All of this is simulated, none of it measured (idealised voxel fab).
process module | voxel ribs on slabs
cross-section cut | 210 nm wide | cells 5 nm
A cross-section is a grid of square cells, given in bands from the top down. A band is one or more rows of cells.
Each band's line starts with the height of the band's top and of its bottom, in nm. Then come its materials from left to right, each with its width in nm. One material with "throughout" fills the band from edge to edge. "air" is empty space.
Height 0 is the level under which the wafer as received is all one material. The lowest band goes on downwards, as in "0 down".
A width such as "30 to 40" changes by the same amount from each row of cells to the next, from the band's top row to its bottom row.
"no change" after a step means that no cell of the cross-section changed.
closed voids: empty space of 8 cells or more with no open way to the top, each as width x height at its distance from the left edge, in nm
after a step's settings: what the simulator itself notes on the step
overlay nm, on a step with a mask: how far to the right of its planned place the mask lay; to the left if negative
plan
1 op RECEIVE | material Si
2 op DIRECTIONAL_DEP | material SiO2 | thk nm 25
3 op DIRECTIONAL_DEP | material SiN | thk nm 25
4 op DIRECTIONAL_DEP | material aC | thk nm 10
5 op PATTERN | tone cover | mask id RIB | material resist | width nm 15 | thk nm 25 | overlay nm 0
6 op DIRECTIONAL_ETCH | etch materials aC | depth nm 10
7 op STRIP | etch materials resist
8 op DIRECTIONAL_ETCH | etch materials SiN | depth nm 20
9 op STRIP | etch materials aC
10 op PATTERN | tone cover | mask id SLAB | material resist | width nm 45 | thk nm 15 | overlay nm 0
11 op DIRECTIONAL_ETCH | etch materials SiN | depth nm 5
12 op STRIP | etch materials resist
13 op FILL_DEP | material SiO2 | thk nm 20
14 op CMP | height nm 60
15 op DIRECTIONAL_DEP | material W | thk nm 10
16 op MASKED_ETCH | tone cover | mask id HEATER | width nm 25 | etch materials W | depth nm 10 | overlay nm 0
17 op CONFORMAL_DEP | material SiO2 | thk nm 5
as received, after step 1
  0 down: Si throughout
  closed voids: none
first wafer at the end, as planned
  75 to 70: air 85 | SiO2 35 | air 90
  70 to 65: air 85 | SiO2 5 | W 25 | SiO2 5 | air 90
  65 to 60: SiO2 90 | W 25 | SiO2 95
  60 to 50: SiO2 throughout
  50 to 30: SiO2 95 | SiN 15 | SiO2 100
  30 to 25: SiO2 80 | SiN 45 | SiO2 85
  25 to 0: SiO2 throughout
  0 down: Si throughout
  closed voids: none
second wafer at the end: like start, like plan, one mistake
  75 to 70: SiO2 95 | air 15 | SiO2 100
  70 to 65: W 90 | SiO2 5 | air 15 | SiO2 5 | W 95
  65 to 60: W 90 | SiO2 25 | W 95
  60 to 50: SiO2 throughout
  50 to 30: SiO2 95 | SiN 15 | SiO2 100
  30 to 25: SiO2 80 | SiN 45 | SiO2 85
  25 to 0: SiO2 throughout
  0 down: Si throughout
  closed voids: none
what went wrong: step 16 ran as: op MASKED_ETCH | tone open | mask id HEATER | width nm 25 | etch materials W | depth nm 10 | overlay nm 0
at the end the second wafer has, in cells: 64 more of W
